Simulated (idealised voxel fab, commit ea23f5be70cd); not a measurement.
The following is a process module called voxel spacer lines.
Each square cell in cross-section cut measures 5 nm, and the section as a whole is 170 nm wide.
Bands, listed from the top down, are how a cross-section gets written in this document; the cross-section itself is a grid of square cells, and a band is one or more rows of them.
Top, bottom (nm), then materials left to right with widths (nm); lone material tagged "throughout" fills the whole band edge to edge; "air" = empty space.
The level at which height equals 0 is the one under which the wafer, as it arrives, is entirely one material. No lower edge exists for the bottom band, which continues downward and is notated as in "from 0 down".
Read "30..40" as a graded width: first number on top, second number at the bottom, same change between each pair of neighbouring rows.
Reading "nothing was modified" for a step: not a cell of the cross-section changed in it.
Basically, "Non-vented voids" tells you about the enclosed voids: empty spaces with no open way to the top, 8 cells or bigger, each written width x height at distance, where distance is from the left edge, all in nm.
Formally, on a step line, whatever follows the settings is a remark that the simulator itself makes on the step.
overlay nm: for a step with a mask, the amount by which the mask lay right of where it was planned; a negative amount means left of it.

## This section lists the process steps that were planned
1 RECEIVE (material Si)
2 CONFORMAL_DEP (material Al2O3; thk nm 10)
3 DIRECTIONAL_DEP (material TiN; thk nm 10)
4 DIRECTIONAL_DEP (material polySi; thk nm 25)
5 PATTERN (tone cover; mask id MANDREL; material resist; width nm 15; pitch nm 60; thk nm 35; overlay nm 0)
6 DIRECTIONAL_ETCH (etch materials polySi; depth nm 25)
7 STRIP (etch materials resist)
8 CONFORMAL_DEP (material SiO2; thk nm 15)
9 DIRECTIONAL_ETCH (etch materials SiO2; depth nm 15)
10 STRIP (etch materials polySi)
11 DIRECTIONAL_ETCH (etch materials TiN; depth nm 10)
12 STRIP (etch materials SiO2)
13 FILL_DEP (material lowk; thk nm 5)
14 CMP (height nm 20)

## The first of the two wafers, which ran as planned

## Cross-sectional view of the wafer in its as-received condition, corresponding to the state after step 1
* from 0 down  Si throughout
* Non-vented voids: none

## Step 2 complete: cross-section through the wafer
* from 10 to 0  Al2O3 throughout
* Unchanged below 0.

## Step 3 complete: cross-section through the wafer
* from 20 to 10  TiN throughout
* Unchanged below 10.

## Step 4 complete: cross-section through the wafer
* from 45 to 20  polySi throughout
* Unchanged below 20.

## Step 5 complete: cross-section through the wafer
* from 80 to 45  air: 45, then resist: 15, then air: 45, then resist: 15, then air: 50
* Unchanged below 45.

## Step 6 complete: cross-section through the wafer
* from 80 to 45  air: 45, then resist: 15, then air: 45, then resist: 15, then air: 50
* from 45 to 20  air: 45, then polySi: 15, then air: 45, then polySi: 15, then air: 50
* Unchanged below 20.

## Step 7 complete: cross-section through the wafer
* from 45 to 20  air: 45, then polySi: 15, then air: 45, then polySi: 15, then air: 50
* Unchanged below 20.

## Step 8 complete: cross-section through the wafer
* from 60 to 45  air: 30, then SiO2: 45, then air: 15, then SiO2: 45, then air: 35
* from 45 to 35  air: 30, then SiO2: 15, then polySi: 15, then SiO2: 15, then air: 15, then SiO2: 15, then polySi: 15, then SiO2: 15, then air: 35
* from 35 to 20  SiO2: 45, then polySi: 15, then SiO2: 45, then polySi: 15, then SiO2: 50
* Unchanged below 20.

## Step 9 complete: cross-section through the wafer
* from 45 to 20  air: 30, then SiO2: 15, then polySi: 15, then SiO2: 15, then air: 15, then SiO2: 15, then polySi: 15, then SiO2: 15, then air: 35
* Unchanged below 20.

## Step 10 complete: cross-section through the wafer
* from 45 to 20  air: 30, then SiO2: 15, then air: 15, then SiO2: 15, then air: 15, then SiO2: 15, then air: 15, then SiO2: 15, then air: 35
* Unchanged below 20.

## Step 11 complete: cross-section through the wafer
* from 45 to 20  air: 30, then SiO2: 15, then air: 15, then SiO2: 15, then air: 15, then SiO2: 15, then air: 15, then SiO2: 15, then air: 35
* from 20 to 10  air: 30, then TiN: 15, then air: 15, then TiN: 15, then air: 15, then TiN: 15, then air: 15, then TiN: 15, then air: 35
* Unchanged below 10.

## Step 12 complete: cross-section through the wafer
* from 20 to 10  air: 30, then TiN: 15, then air: 15, then TiN: 15, then air: 15, then TiN: 15, then air: 15, then TiN: 15, then air: 35
* Unchanged below 10.

## Step 13 complete: cross-section through the wafer
* from 25 to 20  lowk throughout
* from 20 to 10  lowk: 30, then TiN: 15, then lowk: 15, then TiN: 15, then lowk: 15, then TiN: 15, then lowk: 15, then TiN: 15, then lowk: 35
* Unchanged below 10.

## Step 14 complete: cross-section through the wafer
* from 20 to 10  lowk: 30, then TiN: 15, then lowk: 15, then TiN: 15, then lowk: 15, then TiN: 15, then lowk: 15, then TiN: 15, then lowk: 35
* Unchanged below 10.

## Wafer two. Same start, same plan, one slip in execution. Same as wafer one through step 1, inclusive

## Second wafer: cross-section at the scheduled end of step 2
* from 10 to 0  TiN throughout
* Unchanged below 0.

## Second wafer: cross-section at the scheduled end of step 3
* from 20 to 10  Al2O3 throughout
* Unchanged below 10.

## Second wafer: cross-section at the scheduled end of step 4
* from 45 to 20  polySi throughout
* Unchanged below 20.

## Second wafer: cross-section at the scheduled end of step 5
* from 80 to 45  air: 45, then resist: 15, then air: 45, then resist: 15, then air: 50
* Unchanged below 45.

## Second wafer: cross-section at the scheduled end of step 6
* from 80 to 45  air: 45, then resist: 15, then air: 45, then resist: 15, then air: 50
* from 45 to 20  air: 45, then polySi: 15, then air: 45, then polySi: 15, then air: 50
* Unchanged below 20.

## Second wafer: cross-section at the scheduled end of step 7
* from 45 to 20  air: 45, then polySi: 15, then air: 45, then polySi: 15, then air: 50
* Unchanged below 20.

## Second wafer: cross-section at the scheduled end of step 8
* from 60 to 45  air: 30, then SiO2: 45, then air: 15, then SiO2: 45, then air: 35
* from 45 to 35  air: 30, then SiO2: 15, then polySi: 15, then SiO2: 15, then air: 15, then SiO2: 15, then polySi: 15, then SiO2: 15, then air: 35
* from 35 to 20  SiO2: 45, then polySi: 15, then SiO2: 45, then polySi: 15, then SiO2: 50
* Unchanged below 20.

## Second wafer: cross-section at the scheduled end of step 9
* from 45 to 20  air: 30, then SiO2: 15, then polySi: 15, then SiO2: 15, then air: 15, then SiO2: 15, then polySi: 15, then SiO2: 15, then air: 35
* Unchanged below 20.

## Second wafer: cross-section at the scheduled end of step 10
* from 45 to 20  air: 30, then SiO2: 15, then air: 15, then SiO2: 15, then air: 15, then SiO2: 15, then air: 15, then SiO2: 15, then air: 35
* Unchanged below 20.

Second wafer: cross-section at the scheduled end of step 11: nothing was modified

## Second wafer: cross-section at the scheduled end of step 12
* from 20 to 10  Al2O3 throughout
* Unchanged below 10.

## Second wafer: cross-section at the scheduled end of step 13
* from 25 to 20  lowk throughout
* Unchanged below 20.

## Second wafer: cross-section at the scheduled end of step 14
* from 20 to 10  Al2O3 throughout
* Unchanged below 10.
What was the processing mistake? step 3 occupied the plan position of step 2, and the converse holds as well
Materials where the second wafer ends with more or fewer cells than the first: +44 TiN, -44 lowk
